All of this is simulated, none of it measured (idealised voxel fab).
This is a process module. Its name is voxel fin reveal.
Cross-section cut spans 150 nm and uses square cells 5 nm in size.
Cross-section format: a grid of square cells, given as bands from top to bottom; each band is one or more rows of cells. The band entry comprises the height of the band's top followed by the height of its bottom, expressed in nm, and subsequently the band's materials from left to right, each stated together with its width in nm. Where a single material is marked with the word "everywhere", that material fills the band from edge to edge. The word "empty" represents empty space. Height datum 0, below which the as-received substrate wafer is one material. Lowest band open at the bottom, running downward: "0 and below". A width given as "30->40" starts at the first number in the band's top row and ends at the second number in its bottom row, shifting by an equal amount at every step from row to row. What does "all unchanged" mean for a step? It means no cell of the cross-section changed in that step. This entry, "Tabulated closed voids", enumerates those empty regions of no fewer than 8 cells that possess no open connection to the top. Each region is reported in the form width x height at distance, the distance being taken from the left edge, with all three quantities expressed in nm. If you see something after the settings on a step's line, that's the simulator's own remark about that step. overlay nm: on a step with a mask, how far right of its planned place the mask lay; negative means left.
**Listed below are the process steps as planned**
1: RECEIVE,material Si
2: CONFORMAL_DEP,material SiN,thk nm 10
3: DIRECTIONAL_DEP,material aC,thk nm 10
4: PATTERN,tone cover,mask id FINS,material resist,width nm 15,pitch nm 40,thk nm 25,overlay nm 0
5: DIRECTIONAL_ETCH,etch materials aC,depth nm 10
6: STRIP,etch materials resist
7: DIRECTIONAL_ETCH,etch materials SiN,depth nm 10
8: DIRECTIONAL_ETCH,etch materials Si,depth nm 40
9: STRIP,etch materials aC
10: FILL_DEP,material SiO2,thk nm 5
11: CMP,height nm 10
12: SELECTIVE_ETCH,etch materials SiO2,depth nm 25
13: STRIP,etch materials SiN
**What follows covers the first of two wafers; it ran as planned**
**Incoming wafer in cross-section (state: after step 1)**
> 0 and below: Si everywhere
> Tabulated closed voids: none
**Take a look at the wafer's cross-section after step 2**
> 10 down to 0: SiN everywhere
> At heights below 0, the structure remains unaltered.
**Take a look at the wafer's cross-section after step 3**
> 20 down to 10: aC everywhere
> At heights below 10, the structure remains unaltered.
**Take a look at the wafer's cross-section after step 4**
> 45 down to 20: empty: 45  resist: 15  empty: 25  resist: 15  empty: 50
> At heights below 20, the structure remains unaltered.
**Take a look at the wafer's cross-section after step 5**
> 35 down to 20: empty: 45  resist: 15  empty: 25  resist: 15  empty: 50
> 20 down to 10: empty: 45  aC: 15  empty: 25  aC: 15  empty: 50
> At heights below 10, the structure remains unaltered.
**Take a look at the wafer's cross-section after step 6**
> 20 down to 10: empty: 45  aC: 15  empty: 25  aC: 15  empty: 50
> At heights below 10, the structure remains unaltered.
**Take a look at the wafer's cross-section after step 7**
> 20 down to 10: empty: 45  aC: 15  empty: 25  aC: 15  empty: 50
> 10 down to 0: empty: 45  SiN: 15  empty: 25  SiN: 15  empty: 50
> At heights below 0, the structure remains unaltered.
**Take a look at the wafer's cross-section after step 8**
> 20 down to 10: empty: 45  aC: 15  empty: 25  aC: 15  empty: 50
> 10 down to 0: empty: 45  SiN: 15  empty: 25  SiN: 15  empty: 50
> 0 down to -40: empty: 45  Si: 15  empty: 25  Si: 15  empty: 50
> At heights below -40, the structure remains unaltered.
**Take a look at the wafer's cross-section after step 9**
> 10 down to 0: empty: 45  SiN: 15  empty: 25  SiN: 15  empty: 50
> At heights below 0, the structure remains unaltered.
**Take a look at the wafer's cross-section after step 10**
> 15 down to 10: SiO2 everywhere
> 10 down to 0: SiO2: 45  SiN: 15  SiO2: 25  SiN: 15  SiO2: 50
> 0 down to -40: SiO2: 45  Si: 15  SiO2: 25  Si: 15  SiO2: 50
> At heights below -40, the structure remains unaltered.
**Take a look at the wafer's cross-section after step 11**
> 10 down to 0: SiO2: 45  SiN: 15  SiO2: 25  SiN: 15  SiO2: 50
> At heights below 0, the structure remains unaltered.
**Take a look at the wafer's cross-section after step 12**
> 10 down to 0: empty: 45  SiN: 15  empty: 25  SiN: 15  empty: 50
> 0 down to -15: empty: 45  Si: 15  empty: 25  Si: 15  empty: 50
> At heights below -15, the structure remains unaltered.
**Take a look at the wafer's cross-section after step 13**
> 0 down to -15: empty: 45  Si: 15  empty: 25  Si: 15  empty: 50
> At heights below -15, the structure remains unaltered.
**Companion wafer, the second of two: same beginning, same intended sequence, one mistake in carrying it out; through step 3 inclusive it tracks the first exactly**
**Cross-section of the second wafer when, according to plan, step 4 should have finished**
> 45 down to 20: empty: 50  resist: 15  empty: 25  resist: 15  empty: 45
> At heights below 20, the structure remains unaltered.
**Cross-section of the second wafer when, according to plan, step 5 should have finished**
> 35 down to 20: empty: 50  resist: 15  empty: 25  resist: 15  empty: 45
> 20 down to 10: empty: 50  aC: 15  empty: 25  aC: 15  empty: 45
> At heights below 10, the structure remains unaltered.
**Cross-section of the second wafer when, according to plan, step 6 should have finished**
> 20 down to 10: empty: 50  aC: 15  empty: 25  aC: 15  empty: 45
> At heights below 10, the structure remains unaltered.
**Cross-section of the second wafer when, according to plan, step 7 should have finished**
> 20 down to 10: empty: 50  aC: 15  empty: 25  aC: 15  empty: 45
> 10 down to 0: empty: 50  SiN: 15  empty: 25  SiN: 15  empty: 45
> At heights below 0, the structure remains unaltered.
**Cross-section of the second wafer when, according to plan, step 8 should have finished**
> 20 down to 10: empty: 50  aC: 15  empty: 25  aC: 15  empty: 45
> 10 down to 0: empty: 50  SiN: 15  empty: 25  SiN: 15  empty: 45
> 0 down to -40: empty: 50  Si: 15  empty: 25  Si: 15  empty: 45
> At heights below -40, the structure remains unaltered.
**Cross-section of the second wafer when, according to plan, step 9 should have finished**
> 10 down to 0: empty: 50  SiN: 15  empty: 25  SiN: 15  empty: 45
> At heights below 0, the structure remains unaltered.
**Cross-section of the second wafer when, according to plan, step 10 should have finished**
> 15 down to 10: SiO2 everywhere
> 10 down to 0: SiO2: 50  SiN: 15  SiO2: 25  SiN: 15  SiO2: 45
> 0 down to -40: SiO2: 50  Si: 15  SiO2: 25  Si: 15  SiO2: 45
> At heights below -40, the structure remains unaltered.
**Cross-section of the second wafer when, according to plan, step 11 should have finished**
> 10 down to 0: SiO2: 50  SiN: 15  SiO2: 25  SiN: 15  SiO2: 45
> At heights below 0, the structure remains unaltered.
**Cross-section of the second wafer when, according to plan, step 12 should have finished**
> 10 down to 0: empty: 50  SiN: 15  empty: 25  SiN: 15  empty: 45
> 0 down to -15: empty: 50  Si: 15  empty: 25  Si: 15  empty: 45
> At heights below -15, the structure remains unaltered.
**Cross-section of the second wafer when, according to plan, step 13 should have finished**
> 0 down to -15: empty: 50  Si: 15  empty: 25  Si: 15  empty: 45
> At heights below -15, the structure remains unaltered.
Plan not followed: off-plan run, step 4, actual operation and settings PATTERN,tone cover,mask id FINS,material resist,width nm 15,pitch nm 40,thk nm 25,overlay nm 5
When the process is done, the second wafer contains the same cell count of every material as the first wafer, but distributed over other locations.
